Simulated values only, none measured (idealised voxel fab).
The process module presented herein is designated voxel self aligned contacts.
For reference, the cross-section in this document is cut, with width 140 nm and square cells of 5 nm.
Square cells in a grid make up a cross-section in this document, and the grid is given as bands, listed from the top down, each one or more rows of cells. This entry defines a band. It first specifies the height of the band's top and the height of its bottom in nm, and then specifies the band's materials from left to right, stating each material with its width in nm. The word "throughout" identifies a single material that fills the band from edge to edge, while the word "air" identifies empty space. Height reference: 0 = level under which incoming wafer is all one material. Lowest band: no bottom, runs on downward, e.g. "0 -> down". A width such as "30 to 40" changes by the same amount from each row of cells to the next, from the band's top row to its bottom row. Step note "no change" = no cross-section cell changed. Under "Closed empty spaces" you'll find the enclosed gaps, the ones with no way out to the top, that are 8 cells or bigger; each reads width x height at distance, with distance counted from the left edge, everything in nm. That trailing text on a step's line, after the settings, is the simulator's own remark on the step. overlay nm: right-of-plan distance of the mask on a masked step; negative values mean left-of-plan.

These are the steps we planned for the process:
1. RECEIVE (material Si)
2. OXIDIZE (depth nm 5)
3. DIRECTIONAL_DEP (material polySi; thk nm 25)
4. DIRECTIONAL_DEP (material SiN; thk nm 25)
5. PATTERN (tone cover; mask id GATE; material resist; width nm 35; pitch nm 75; thk nm 20; overlay nm 0)
6. DIRECTIONAL_ETCH (etch materials SiN; depth nm 25)
7. DIRECTIONAL_ETCH (etch materials polySi; depth nm 25)
8. STRIP (etch materials resist)
9. CONFORMAL_DEP (material SiN; thk nm 10)
10. DIRECTIONAL_ETCH (etch materials SiN; depth nm 10)
11. FILL_DEP (material SiO2; thk nm 10)
12. CMP (height nm 55)
13. PATTERN (tone open; mask id CONTACT; material resist; width nm 50; thk nm 20; overlay nm 0)
14. DIRECTIONAL_ETCH (etch materials SiO2; depth nm 60)
15. STRIP (etch materials resist)
16. CONFORMAL_DEP (material TiN; thk nm 5)
17. FILL_DEP (material W; thk nm 10)
18. CMP (height nm 55)
19. CONFORMAL_DEP (material SiCN; thk nm 5)

Cross-section of the wafer upon arrival, representing the state reached after step 1:
  0 -> down = Si throughout
  Closed empty spaces: none

The plan above was carried out on the starting structure above with one mistake, and this cross-section shows the wafer at the end of the module:
  60 -> 55 = SiCN throughout
  55 -> 50 = SiO2 40 nm, then TiN 25 nm, then W 10 nm, then TiN 25 nm, then SiO2 40 nm
  50 -> 25 = SiO2 5 nm, then SiN 55 nm, then TiN 5 nm, then W 10 nm, then TiN 5 nm, then SiN 55 nm, then SiO2 5 nm
  25 -> 0 = SiO2 5 nm, then SiN 10 nm, then polySi 35 nm, then SiN 10 nm, then TiN 5 nm, then W 10 nm, then TiN 5 nm, then SiN 10 nm, then polySi 35 nm, then SiN 10 nm, then SiO2 5 nm
  0 -> -5 = SiO2 60 nm, then TiN 20 nm, then SiO2 60 nm
  -5 -> down = Si throughout
  Closed empty spaces: none
Nonconformance to the process plan: step 13 off recipe, ran as PATTERN (tone open; mask id CONTACT; material resist; width nm 60; thk nm 20; overlay nm 0)
